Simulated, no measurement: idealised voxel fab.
The process module that follows is named voxel local oxidation.
Pictured: cross-section cut, 260 nm wide, on a grid of 5 nm square cells.
For the purposes of this document, a cross-section shall be understood as a grid of square cells, specified as bands listed in top-to-bottom order, each band consisting of one or more rows of cells. For a band, the entry starts with two heights in nm, that of the top and then that of the bottom, and carries on with the band's materials in order from left to right, each alongside its width in nm; the word "throughout" beside a single material means it fills the band edge to edge, and "empty" means empty space. The level at which height equals 0 is the one under which the wafer, as it arrives, is entirely one material. No lower edge exists for the bottom band, which continues downward and is notated as in "0 and below". Read "30..40" as a graded width: first number on top, second number at the bottom, same change between each pair of neighbouring rows. You'll sometimes find "everything unchanged" written for a step, and that's the way of saying that nowhere in the cross-section did a cell change during that step. Each empty space that has no open way to the top and spans at least 8 cells appears under "Closed cavity list" as width x height at distance, the distance counted from the left edge, all in nm. Read whatever lies past the settings on a step's line as the simulator's own remark about the step. The line of a step may include "overlay nm". On a step with a mask, this value is how far to the right of its planned place the mask lay. A negative value means the mask lay to the left.
-- This section lists the process steps that were planned
1 RECEIVE,material Si
2 CONFORMAL_DEP,material SiO2,thk nm 5
3 CONFORMAL_DEP,material SiN,thk nm 10
4 PATTERN,tone cover,mask id ACTIVE,material resist,width nm 105,pitch nm 125,thk nm 20,overlay nm 0
5 DIRECTIONAL_ETCH,etch materials SiN,depth nm 10
6 STRIP,etch materials resist
7 SELECTIVE_ETCH,etch materials SiO2,depth nm 5
8 OXIDIZE,depth nm 15
9 STRIP,etch materials SiN
-- As-received state of the wafer in cross-section, equivalent to post-step 1
> 0 and below | Si throughout
> Closed cavity list: none
-- Look at the cross-section after the module: the wafer started out the way shown above and the plan was the one shown above, yet one mistake was made along the way
> 5 down to 0 | empty: 30; SiO2: 75; empty: 50; SiO2: 75; empty: 30
> 0 down to -15 | SiO2: 45; Si: 45; SiO2: 80; Si: 45; SiO2: 45
> -15 and below | Si throughout
> Closed cavity list: none
In executing the process, a mistake was made relative to the plan: step 7 was processed under conditions differing from the plan, specifically as SELECTIVE_ETCH,etch materials SiO2,depth nm 15
